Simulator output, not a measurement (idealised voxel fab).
The following is a process module called voxel ribs on slabs.
Shown is cross-section cut, with a width of 155 nm and square cells of size 5 nm.
How to read a cross-section here: the picture is a grid of square cells, written as bands going from the top down, and any band can span one or more rows of cells.
Top, bottom (nm), then materials left to right with widths (nm); lone material tagged "everywhere" fills the whole band edge to edge; "empty" = empty space.
All heights in this document are referenced to 0, defined as the level beneath which the wafer, as received, consists entirely of one material. The lowest band is not bounded below; it extends indefinitely downward and is written in the form "0 and below".
With a width like "30 to 40", each row of cells in the band differs from the next by the same amount, the top row carrying the first number and the bottom row the second.
Step note "nothing altered" = no cross-section cell changed.
"Sealed-off cavities" contains a list of empty spaces, each no smaller than 8 cells and without an open way to the top, written in the form width x height at distance with the distance from the left edge and all three in nm.
Read whatever lies past the settings on a step's line as the simulator's own remark about the step.
"overlay nm" denotes, for a step that has a mask, the displacement of the mask to the right of its planned place, with negative values corresponding to the left.

Plan
1,RECEIVE with material Si
2,DIRECTIONAL_DEP with material SiO2, thk nm 20
3,DIRECTIONAL_DEP with material polySi, thk nm 25
4,MASKED_ETCH with tone cover, mask id RIB, width nm 30, etch materials polySi, depth nm 20, overlay nm 0
5,DIRECTIONAL_DEP with material aC, thk nm 15
6,PATTERN with tone cover, mask id SLAB, material resist, width nm 60, thk nm 35, overlay nm 0
7,DIRECTIONAL_ETCH with etch materials aC, depth nm 15
8,STRIP with etch materials resist
9,DIRECTIONAL_ETCH with etch materials polySi, depth nm 5
10,STRIP with etch materials aC
11,FILL_DEP with material SiO2, thk nm 20
12,CMP with height nm 60
13,DIRECTIONAL_DEP with material W, thk nm 10
14,PATTERN with tone cover, mask id HEATER, material resist, width nm 40, thk nm 15, overlay nm 0
15,DIRECTIONAL_ETCH with etch materials W, depth nm 10
16,STRIP with etch materials resist
17,CONFORMAL_DEP with material SiO2, thk nm 10

What follows covers the first of two wafers; it ran as planned

Cross-sectional view of the wafer in its as-received condition, corresponding to the state after step 1
  0 and below  Si everywhere
  Sealed-off cavities: none

Sectional view: wafer, after step 2
  20 down to 0  SiO2 everywhere
  Everything below 0 is unchanged.

Sectional view: wafer, after step 3
  45 down to 20  polySi everywhere
  Everything below 20 is unchanged.

Sectional view: wafer, after step 4
  45 down to 25  60 of empty; 30 of polySi; 65 of empty
  Everything below 25 is unchanged.

Sectional view: wafer, after step 5
  60 down to 45  60 of empty; 30 of aC; 65 of empty
  45 down to 40  60 of empty; 30 of polySi; 65 of empty
  40 down to 25  60 of aC; 30 of polySi; 65 of aC
  Everything below 25 is unchanged.

Sectional view: wafer, after step 6
  95 down to 60  45 of empty; 60 of resist; 50 of empty
  60 down to 45  45 of empty; 15 of resist; 30 of aC; 15 of resist; 50 of empty
  45 down to 40  45 of empty; 15 of resist; 30 of polySi; 15 of resist; 50 of empty
  Everything below 40 is unchanged.

Sectional view: wafer, after step 7
  80 down to 60  45 of empty; 60 of resist; 50 of empty
  60 down to 45  45 of empty; 15 of resist; 30 of aC; 15 of resist; 50 of empty
  45 down to 40  45 of empty; 15 of resist; 30 of polySi; 15 of resist; 50 of empty
  40 down to 25  45 of empty; 15 of aC; 30 of polySi; 15 of aC; 50 of empty
  Everything below 25 is unchanged.

Sectional view: wafer, after step 8
  60 down to 45  60 of empty; 30 of aC; 65 of empty
  45 down to 40  60 of empty; 30 of polySi; 65 of empty
  Everything below 40 is unchanged.

Sectional view: wafer, after step 9
  60 down to 45  60 of empty; 30 of aC; 65 of empty
  45 down to 40  60 of empty; 30 of polySi; 65 of empty
  40 down to 25  45 of empty; 15 of aC; 30 of polySi; 15 of aC; 50 of empty
  25 down to 20  45 of empty; 60 of polySi; 50 of empty
  Everything below 20 is unchanged.

Sectional view: wafer, after step 10
  45 down to 25  60 of empty; 30 of polySi; 65 of empty
  Everything below 25 is unchanged.

Sectional view: wafer, after step 11
  65 down to 45  SiO2 everywhere
  45 down to 25  60 of SiO2; 30 of polySi; 65 of SiO2
  25 down to 20  45 of SiO2; 60 of polySi; 50 of SiO2
  Everything below 20 is unchanged.

Sectional view: wafer, after step 12
  60 down to 45  SiO2 everywhere
  Everything below 45 is unchanged.

Sectional view: wafer, after step 13
  70 down to 60  W everywhere
  Everything below 60 is unchanged.

Sectional view: wafer, after step 14
  85 down to 70  55 of empty; 40 of resist; 60 of empty
  Everything below 70 is unchanged.

Sectional view: wafer, after step 15
  85 down to 70  55 of empty; 40 of resist; 60 of empty
  70 down to 60  55 of empty; 40 of W; 60 of empty
  Everything below 60 is unchanged.

Sectional view: wafer, after step 16
  70 down to 60  55 of empty; 40 of W; 60 of empty
  Everything below 60 is unchanged.

Sectional view: wafer, after step 17
  80 down to 70  45 of empty; 60 of SiO2; 50 of empty
  70 down to 60  55 of SiO2; 40 of W; 60 of SiO2
  Everything below 60 is unchanged.

Regarding the second of the two wafers: it shared the first wafer's starting condition and process plan, yet one error occurred during its execution. Its history coincides with that of the first wafer up to and including step 2

Look at the second wafer in cross-section at the time step 3 ought to have finished
  70 down to 20  polySi everywhere
  Everything below 20 is unchanged.

Look at the second wafer in cross-section at the time step 4 ought to have finished
  70 down to 50  60 of empty; 30 of polySi; 65 of empty
  Everything below 50 is unchanged.

Look at the second wafer in cross-section at the time step 5 ought to have finished
  85 down to 70  60 of empty; 30 of aC; 65 of empty
  70 down to 65  60 of empty; 30 of polySi; 65 of empty
  65 down to 50  60 of aC; 30 of polySi; 65 of aC
  Everything below 50 is unchanged.

Look at the second wafer in cross-section at the time step 6 ought to have finished
  120 down to 85  45 of empty; 60 of resist; 50 of empty
  85 down to 70  45 of empty; 15 of resist; 30 of aC; 15 of resist; 50 of empty
  70 down to 65  45 of empty; 15 of resist; 30 of polySi; 15 of resist; 50 of empty
  Everything below 65 is unchanged.

Look at the second wafer in cross-section at the time step 7 ought to have finished
  105 down to 85  45 of empty; 60 of resist; 50 of empty
  85 down to 70  45 of empty; 15 of resist; 30 of aC; 15 of resist; 50 of empty
  70 down to 65  45 of empty; 15 of resist; 30 of polySi; 15 of resist; 50 of empty
  65 down to 50  45 of empty; 15 of aC; 30 of polySi; 15 of aC; 50 of empty
  Everything below 50 is unchanged.

Look at the second wafer in cross-section at the time step 8 ought to have finished
  85 down to 70  60 of empty; 30 of aC; 65 of empty
  70 down to 65  60 of empty; 30 of polySi; 65 of empty
  Everything below 65 is unchanged.

Look at the second wafer in cross-section at the time step 9 ought to have finished
  85 down to 70  60 of empty; 30 of aC; 65 of empty
  70 down to 65  60 of empty; 30 of polySi; 65 of empty
  65 down to 50  45 of empty; 15 of aC; 30 of polySi; 15 of aC; 50 of empty
  50 down to 45  45 of empty; 60 of polySi; 50 of empty
  Everything below 45 is unchanged.

Look at the second wafer in cross-section at the time step 10 ought to have finished
  70 down to 50  60 of empty; 30 of polySi; 65 of empty
  Everything below 50 is unchanged.

Look at the second wafer in cross-section at the time step 11 ought to have finished
  90 down to 70  SiO2 everywhere
  70 down to 50  60 of SiO2; 30 of polySi; 65 of SiO2
  50 down to 45  45 of SiO2; 60 of polySi; 50 of SiO2
  Everything below 45 is unchanged.

Look at the second wafer in cross-section at the time step 12 ought to have finished
  60 down to 50  60 of SiO2; 30 of polySi; 65 of SiO2
  Everything below 50 is unchanged.

Look at the second wafer in cross-section at the time step 13 ought to have finished
  70 down to 60  W everywhere
  Everything below 60 is unchanged.

Look at the second wafer in cross-section at the time step 14 ought to have finished
  85 down to 70  55 of empty; 40 of resist; 60 of empty
  Everything below 70 is unchanged.

Look at the second wafer in cross-section at the time step 15 ought to have finished
  85 down to 70  55 of empty; 40 of resist; 60 of empty
  70 down to 60  55 of empty; 40 of W; 60 of empty
  Everything below 60 is unchanged.

Look at the second wafer in cross-section at the time step 16 ought to have finished
  70 down to 60  55 of empty; 40 of W; 60 of empty
  Everything below 60 is unchanged.

Look at the second wafer in cross-section at the time step 17 ought to have finished
  80 down to 70  45 of empty; 60 of SiO2; 50 of empty
  70 down to 60  55 of SiO2; 40 of W; 60 of SiO2
  Everything below 60 is unchanged.
The mistake made against the process plan was this: step 3 in the plan was executed twice
Materials where the second wafer ends with more or fewer cells than the first: -143 SiO2 | +143 polySi
